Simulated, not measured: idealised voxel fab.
Proc. module: voxel ribs on slabs
Shown is cross-section cut, with a width of 265 nm and square cells of size 5 nm.
Notation: cross-section as square-cell grid; stated in bands, top first, going down; one or more cell rows per band. A band entry consists of two parts. The first gives the height of the band's top and the height of its bottom, in nm. The rest lists the band's materials from left to right, each with its width in nm. A single material labelled with the word "full width" fills the band from edge to edge, and the word "blank" marks empty space. A quick word on heights: they are counted from 0, and under that level the wafer as it came to us is one material throughout. The lowest band is different from the rest in having no bottom; it simply continues downward, written as in "from 0 down". The expression "30 to 40" gives the width at the extremes of the band, the first number at its top row of cells and the second at its bottom row, with the width changing by equal amounts from each row to the next in between. No cell of the cross-section changed in a step that is given as "identical to before". Reported under the label "Completely enclosed voids" are the empty spaces having no open way to the top and comprising 8 cells or more; the notation for each is width x height at distance, in which the distance is measured from the left edge and all three values are in nm. Step line, after settings: the simulator's comment on this step. The optional step-line setting "overlay nm" applies to steps with a mask and quantifies how far to the right of its planned location the mask lay, a negative value indicating leftward placement. Note: before/after cross-section pairs follow, one process step per pair, after-side truncated at the lowest changed band, step and settings given beneath. Different runs of this module on the same starting wafer may supply the pairs; a pair continues the one above only where the "Prior state" entry says so.
[Prior state]
    from 45 to 35: 110 of blank | 20 of SiN | 135 of blank
    from 35 to 30: SiN full width
    from 30 to 0: SiO2 full width
    from 0 down: Si full width
    Completely enclosed voids: none
[Resulting Cross-Section]
    from 65 to 45: 90 of blank | 80 of resist | 95 of blank
    from 45 to 35: 90 of blank | 20 of resist | 20 of SiN | 40 of resist | 95 of blank
    For the remainder of the cross-section, below 35, there is no change.
    Completely enclosed voids: none
Process step (between the before and after cross-sections above): PATTERN: tone cover, mask id SLAB, material resist, width nm 80, thk nm 20, overlay nm 0
Prior state: the wafer arrives at this step looking as the after cross-section in the pair just above shows it.
[Resulting Cross-Section]
    from 65 to 45: 90 of blank | 80 of resist | 95 of blank
    from 45 to 35: 90 of blank | 20 of resist | 20 of SiN | 40 of resist | 95 of blank
    from 35 to 30: 90 of blank | 80 of SiN | 95 of blank
    For the remainder of the cross-section, below 30, there is no change.
    Completely enclosed voids: none
Process step (between the before and after cross-sections above): DIRECTIONAL_ETCH: etch materials SiN, depth nm 5
Prior state: the wafer arrives at this step looking as the after cross-section in the pair just above shows it.
[Resulting Cross-Section]
    from 45 to 35: 110 of blank | 20 of SiN | 135 of blank
    For the remainder of the cross-section, below 35, there is no change.
    Completely enclosed voids: none
Process step (between the before and after cross-sections above): STRIP: etch materials resist
Prior state: the wafer arrives at this step looking as the after cross-section in the pair just above shows it.
[Resulting Cross-Section]
    from 65 to 45: SiO2 full width
    from 45 to 35: 110 of SiO2 | 20 of SiN | 135 of SiO2
    from 35 to 30: 90 of SiO2 | 80 of SiN | 95 of SiO2
    For the remainder of the cross-section, below 30, there is no change.
    Completely enclosed voids: none
Process step (between the before and after cross-sections above): FILL_DEP: material SiO2, thk nm 20
Prior state: the wafer arrives at this step looking as the after cross-section in the pair just above shows it.
[Resulting Cross-Section]
    from 55 to 45: SiO2 full width
    For the remainder of the cross-section, below 45, there is no change.
    Completely enclosed voids: none
Process step (between the before and after cross-sections above): CMP: height nm 55
Prior state: the wafer arrives at this step looking as the after cross-section in the pair just above shows it.
[Resulting Cross-Section]
    from 60 to 55: W full width
    For the remainder of the cross-section, below 55, there is no change.
    Completely enclosed voids: none
Process step (between the before and after cross-sections above): DIRECTIONAL_DEP: material W, thk nm 5
Prior state: the wafer arrives at this step looking as the after cross-section in the pair just above shows it.
[Resulting Cross-Section]
    from 75 to 60: aC full width
    For the remainder of the cross-section, below 60, there is no change.
    Completely enclosed voids: none
Process step (between the before and after cross-sections above): DIRECTIONAL_DEP: material aC, thk nm 15
Prior state: the wafer arrives at this step looking as the after cross-section in the pair just above shows it.
[Resulting Cross-Section]
    from 105 to 75: 115 of blank | 30 of resist | 120 of blank
    For the remainder of the cross-section, below 75, there is no change.
    Completely enclosed voids: none
Process step (between the before and after cross-sections above): PATTERN: tone cover, mask id HEATER, material resist, width nm 30, thk nm 30, overlay nm 0
Prior state: the wafer arrives at this step looking as the after cross-section in the pair just above shows it.
[Resulting Cross-Section]
    from 90 to 75: 115 of blank | 30 of resist | 120 of blank
    from 75 to 60: 115 of blank | 30 of aC | 120 of blank
    For the remainder of the cross-section, below 60, there is no change.
    Completely enclosed voids: none
Process step (between the before and after cross-sections above): DIRECTIONAL_ETCH: etch materials aC, depth nm 15
Prior state: the wafer arrives at this step looking as the after cross-section in the pair just above shows it.
[Resulting Cross-Section]
    from 75 to 60: 115 of blank | 30 of aC | 120 of blank
    For the remainder of the cross-section, below 60, there is no change.
    Completely enclosed voids: none
Process step (between the before and after cross-sections above): STRIP: etch materials resist
Prior state: the wafer arrives at this step looking as the after cross-section in the pair just above shows it.
[Resulting Cross-Section]
    from 75 to 60: 115 of blank | 30 of aC | 120 of blank
    from 60 to 55: 115 of blank | 30 of W | 120 of blank
    For the remainder of the cross-section, below 55, there is no change.
    Completely enclosed voids: none
Process step (between the before and after cross-sections above): DIRECTIONAL_ETCH: etch materials W, depth nm 5
Prior state: the wafer arrives at this step looking as the after cross-section in the pair just above shows it.
[Resulting Cross-Section]
    from 60 to 55: 115 of blank | 30 of W | 120 of blank
    For the remainder of the cross-section, below 55, there is no change.
    Completely enclosed voids: none
Process step (between the before and after cross-sections above): STRIP: etch materials aC
Prior state: the wafer arrives at this step looking as the after cross-section in the pair just above shows it.
[Resulting Cross-Section]
    from 70 to 65: 105 of blank | 50 of SiO2 | 110 of blank
    from 65 to 60: SiO2 full width
    from 60 to 55: 115 of SiO2 | 30 of W | 120 of SiO2
    For the remainder of the cross-section, below 55, there is no change.
    Completely enclosed voids: none
Process step (between the before and after cross-sections above): CONFORMAL_DEP: material SiO2, thk nm 10
[Prior state]
    from 0 down: Si full width
    Completely enclosed voids: none
[Resulting Cross-Section]
    from 30 to 0: aC full width
    For the remainder of the cross-section, below 0, there is no change.
    Completely enclosed voids: none
Process step (between the before and after cross-sections above): DIRECTIONAL_DEP: material aC, thk nm 30
Prior state: the wafer arrives at this step looking as the after cross-section in the pair just above shows it.
[Resulting Cross-Section]
    from 45 to 30: SiN full width
    For the remainder of the cross-section, below 30, there is no change.
    Completely enclosed voids: none
Process step (between the before and after cross-sections above): DIRECTIONAL_DEP: material SiN, thk nm 15
Prior state: the wafer arrives at this step looking as the after cross-section in the pair just above shows it.
[Resulting Cross-Section]
    from 65 to 45: 120 of blank | 20 of resist | 125 of blank
    For the remainder of the cross-section, below 45, there is no change.
    Completely enclosed voids: none
Process step (between the before and after cross-sections above): PATTERN: tone cover, mask id RIB, material resist, width nm 20, thk nm 20, overlay nm 0
Prior state: the wafer arrives at this step looking as the after cross-section in the pair just above shows it.
[Resulting Cross-Section]
    from 65 to 45: 120 of blank | 20 of resist | 125 of blank
    from 45 to 35: 120 of blank | 20 of SiN | 125 of blank
    For the remainder of the cross-section, below 35, there is no change.
    Completely enclosed voids: none
Process step (between the before and after cross-sections above): DIRECTIONAL_ETCH: etch materials SiN, depth nm 10
Prior state: the wafer arrives at this step looking as the after cross-section in the pair just above shows it.
[Resulting Cross-Section]
    from 45 to 35: 120 of blank | 20 of SiN | 125 of blank
    For the remainder of the cross-section, below 35, there is no change.
    Completely enclosed voids: none
Process step (between the before and after cross-sections above): STRIP: etch materials resist
Prior state: the wafer arrives at this step looking as the after cross-section in the pair just above shows it.
[Resulting Cross-Section]
    from 65 to 45: 90 of blank | 80 of resist | 95 of blank
    from 45 to 35: 90 of blank | 30 of resist | 20 of SiN | 30 of resist | 95 of blank
    For the remainder of the cross-section, below 35, there is no change.
    Completely enclosed voids: none
Process step (between the before and after cross-sections above): PATTERN: tone cover, mask id SLAB, material resist, width nm 80, thk nm 20, overlay nm 0
Prior state: the wafer arrives at this step looking as the after cross-section in the pair just above shows it.
[Resulting Cross-Section]
    from 65 to 45: 90 of blank | 80 of resist | 95 of blank
    from 45 to 35: 90 of blank | 30 of resist | 20 of SiN | 30 of resist | 95 of blank
    from 35 to 30: 90 of blank | 80 of SiN | 95 of blank
    For the remainder of the cross-section, below 30, there is no change.
    Completely enclosed voids: none
Process step (between the before and after cross-sections above): DIRECTIONAL_ETCH: etch materials SiN, depth nm 5
Prior state: the wafer arrives at this step looking as the after cross-section in the pair just above shows it.
[Resulting Cross-Section]
    from 45 to 35: 120 of blank | 20 of SiN | 125 of blank
    For the remainder of the cross-section, below 35, there is no change.
    Completely enclosed voids: none
Process step (between the before and after cross-sections above): STRIP: etch materials resist
Prior state: the wafer arrives at this step looking as the after cross-section in the pair just above shows it.
[Resulting Cross-Section]
    from 65 to 45: SiO2 full width
    from 45 to 35: 120 of SiO2 | 20 of SiN | 125 of SiO2
    from 35 to 30: 90 of SiO2 | 80 of SiN | 95 of SiO2
    For the remainder of the cross-section, below 30, there is no change.
    Completely enclosed voids: none
Process step (between the before and after cross-sections above): FILL_DEP: material SiO2, thk nm 20
Prior state: the wafer arrives at this step looking as the after cross-section in the pair just above shows it.
[Resulting Cross-Section]
    from 55 to 45: SiO2 full width
    For the remainder of the cross-section, below 45, there is no change.
    Completely enclosed voids: none
Process step (between the before and after cross-sections above): CMP: height nm 55
Prior state: the wafer arrives at this step looking as the after cross-section in the pair just above shows it.
[Resulting Cross-Section]
    from 60 to 55: W full width
    For the remainder of the cross-section, below 55, there is no change.
    Completely enclosed voids: none
Process step (between the before and after cross-sections above): DIRECTIONAL_DEP: material W, thk nm 5
Prior state: the wafer arrives at this step looking as the after cross-section in the pair just above shows it.
[Resulting Cross-Section]
    from 75 to 60: aC full width
    For the remainder of the cross-section, below 60, there is no change.
    Completely enclosed voids: none
Process step (between the before and after cross-sections above): DIRECTIONAL_DEP: material aC, thk nm 15
Prior state: the wafer arrives at this step looking as the after cross-section in the pair just above shows it.
[Resulting Cross-Section]
    from 105 to 75: 115 of blank | 30 of resist | 120 of blank
    For the remainder of the cross-section, below 75, there is no change.
    Completely enclosed voids: none
Process step (between the before and after cross-sections above): PATTERN: tone cover, mask id HEATER, material resist, width nm 30, thk nm 30, overlay nm 0
Prior state: the wafer arrives at this step looking as the after cross-section in the pair just above shows it.
[Resulting Cross-Section]
    from 90 to 75: 115 of blank | 30 of resist | 120 of blank
    from 75 to 60: 115 of blank | 30 of aC | 120 of blank
    For the remainder of the cross-section, below 60, there is no change.
    Completely enclosed voids: none
Process step (between the before and after cross-sections above): DIRECTIONAL_ETCH: etch materials aC, depth nm 15
Prior state: the wafer arrives at this step looking as the after cross-section in the pair just above shows it.
[Resulting Cross-Section]
    from 75 to 60: 115 of blank | 30 of aC | 120 of blank
    For the remainder of the cross-section, below 60, there is no change.
    Completely enclosed voids: none
Process step (between the before and after cross-sections above): STRIP: etch materials resist
Prior state: the wafer arrives at this step looking as the after cross-section in the pair just above shows it.
[Resulting Cross-Section]
    from 75 to 60: 115 of blank | 30 of aC | 120 of blank
    from 60 to 55: 115 of blank | 30 of W | 120 of blank
    For the remainder of the cross-section, below 55, there is no change.
    Completely enclosed voids: none
Process step (between the before and after cross-sections above): DIRECTIONAL_ETCH: etch materials W, depth nm 5
Prior state: the wafer arrives at this step looking as the after cross-section in the pair just above shows it.
[Resulting Cross-Section]
    from 60 to 55: 115 of blank | 30 of W | 120 of blank
    For the remainder of the cross-section, below 55, there is no change.
    Completely enclosed voids: none
Process step (between the before and after cross-sections above): STRIP: etch materials aC
Prior state: the wafer arrives at this step looking as the after cross-section in the pair just above shows it.
[Resulting Cross-Section]
    from 70 to 65: 105 of blank | 50 of SiO2 | 110 of blank
    from 65 to 60: SiO2 full width
    from 60 to 55: 115 of SiO2 | 30 of W | 120 of SiO2
    For the remainder of the cross-section, below 55, there is no change.
    Completely enclosed voids: none
Process step (between the before and after cross-sections above): CONFORMAL_DEP: material SiO2, thk nm 10
[Prior state]
    from 45 to 30: SiN full width
    from 30 to 0: SiO2 full width
    from 0 down: Si full width
    Completely enclosed voids: none
[Resulting Cross-Section]
    from 65 to 45: 120 of resist | 20 of blank | 125 of resist
    For the remainder of the cross-section, below 45, there is no change.
    Completely enclosed voids: none
Process step (between the before and after cross-sections above): PATTERN: tone open, mask id RIB, material resist, width nm 20, thk nm 20, overlay nm 0
Prior state: the wafer arrives at this step looking as the after cross-section in the pair just above shows it.
[Resulting Cross-Section]
    from 65 to 45: 120 of resist | 20 of blank | 125 of resist
    from 45 to 35: 120 of SiN | 20 of blank | 125 of SiN
    For the remainder of the cross-section, below 35, there is no change.
    Completely enclosed voids: none
Process step (between the before and after cross-sections above): DIRECTIONAL_ETCH: etch materials SiN, depth nm 10
Prior state: the wafer arrives at this step looking as the after cross-section in the pair just above shows it.
[Resulting Cross-Section]
    from 45 to 35: 120 of SiN | 20 of blank | 125 of SiN
    For the remainder of the cross-section, below 35, there is no change.
    Completely enclosed voids: none
Process step (between the before and after cross-sections above): STRIP: etch materials resist
Prior state: the wafer arrives at this step looking as the after cross-section in the pair just above shows it.
[Resulting Cross-Section]
    from 65 to 45: 90 of blank | 80 of resist | 95 of blank
    from 45 to 35: 120 of SiN | 20 of resist | 125 of SiN
    For the remainder of the cross-section, below 35, there is no change.
    Completely enclosed voids: none
Process step (between the before and after cross-sections above): PATTERN: tone cover, mask id SLAB, material resist, width nm 80, thk nm 20, overlay nm 0
Prior state: the wafer arrives at this step looking as the after cross-section in the pair just above shows it.
[Resulting Cross-Section]
    from 65 to 45: 90 of blank | 80 of resist | 95 of blank
    from 45 to 40: 90 of blank | 30 of SiN | 20 of resist | 30 of SiN | 95 of blank
    For the remainder of the cross-section, below 40, there is no change.
    Completely enclosed voids: none
Process step (between the before and after cross-sections above): DIRECTIONAL_ETCH: etch materials SiN, depth nm 5
Prior state: the wafer arrives at this step looking as the after cross-section in the pair just above shows it.
[Resulting Cross-Section]
    from 45 to 40: 90 of blank | 30 of SiN | 20 of blank | 30 of SiN | 95 of blank
    from 40 to 35: 120 of SiN | 20 of blank | 125 of SiN
    For the remainder of the cross-section, below 35, there is no change.
    Completely enclosed voids: none
Process step (between the before and after cross-sections above): STRIP: etch materials resist
Prior state: the wafer arrives at this step looking as the after cross-section in the pair just above shows it.
[Resulting Cross-Section]
    from 65 to 45: SiO2 full width
    from 45 to 40: 90 of SiO2 | 30 of SiN | 20 of SiO2 | 30 of SiN | 95 of SiO2
    from 40 to 35: 120 of SiN | 20 of SiO2 | 125 of SiN
    For the remainder of the cross-section, below 35, there is no change.
    Completely enclosed voids: none
Process step (between the before and after cross-sections above): FILL_DEP: material SiO2, thk nm 20
Prior state: the wafer arrives at this step looking as the after cross-section in the pair just above shows it.
[Resulting Cross-Section]
    from 55 to 45: SiO2 full width
    For the remainder of the cross-section, below 45, there is no change.
    Completely enclosed voids: none
Process step (between the before and after cross-sections above): CMP: height nm 55
Prior state: the wafer arrives at this step looking as the after cross-section in the pair just above shows it.
[Resulting Cross-Section]
    from 60 to 55: W full width
    For the remainder of the cross-section, below 55, there is no change.
    Completely enclosed voids: none
Process step (between the before and after cross-sections above): DIRECTIONAL_DEP: material W, thk nm 5
Prior state: the wafer arrives at this step looking as the after cross-section in the pair just above shows it.
[Resulting Cross-Section]
    from 75 to 60: aC full width
    For the remainder of the cross-section, below 60, there is no change.
    Completely enclosed voids: none
Process step (between the before and after cross-sections above): DIRECTIONAL_DEP: material aC, thk nm 15
Prior state: the wafer arrives at this step looking as the after cross-section in the pair just above shows it.
[Resulting Cross-Section]
    from 105 to 75: 115 of blank | 30 of resist | 120 of blank
    For the remainder of the cross-section, below 75, there is no change.
    Completely enclosed voids: none
Process step (between the before and after cross-sections above): PATTERN: tone cover, mask id HEATER, material resist, width nm 30, thk nm 30, overlay nm 0
Prior state: the wafer arrives at this step looking as the after cross-section in the pair just above shows it.
[Resulting Cross-Section]
    from 90 to 75: 115 of blank | 30 of resist | 120 of blank
    from 75 to 60: 115 of blank | 30 of aC | 120 of blank
    For the remainder of the cross-section, below 60, there is no change.
    Completely enclosed voids: none
Process step (between the before and after cross-sections above): DIRECTIONAL_ETCH: etch materials aC, depth nm 15
Prior state: the wafer arrives at this step looking as the after cross-section in the pair just above shows it.
[Resulting Cross-Section]
    from 75 to 60: 115 of blank | 30 of aC | 120 of blank
    For the remainder of the cross-section, below 60, there is no change.
    Completely enclosed voids: none
Process step (between the before and after cross-sections above): STRIP: etch materials resist
Prior state: the wafer arrives at this step looking as the after cross-section in the pair just above shows it.
[Resulting Cross-Section]
    from 75 to 60: 115 of blank | 30 of aC | 120 of blank
    from 60 to 55: 115 of blank | 30 of W | 120 of blank
    For the remainder of the cross-section, below 55, there is no change.
    Completely enclosed voids: none
Process step (between the before and after cross-sections above): DIRECTIONAL_ETCH: etch materials W, depth nm 5
Prior state: the wafer arrives at this step looking as the after cross-section in the pair just above shows it.
[Resulting Cross-Section]
    from 60 to 55: 115 of blank | 30 of W | 120 of blank
    For the remainder of the cross-section, below 55, there is no change.
    Completely enclosed voids: none
Process step (between the before and after cross-sections above): STRIP: etch materials aC
Prior state: the wafer arrives at this step looking as the after cross-section in the pair just above shows it.
[Resulting Cross-Section]
    from 70 to 65: 105 of blank | 50 of SiO2 | 110 of blank
    from 65 to 60: SiO2 full width
    from 60 to 55: 115 of SiO2 | 30 of W | 120 of SiO2
    For the remainder of the cross-section, below 55, there is no change.
    Completely enclosed voids: none
Process step (between the before and after cross-sections above): CONFORMAL_DEP: material SiO2, thk nm 10
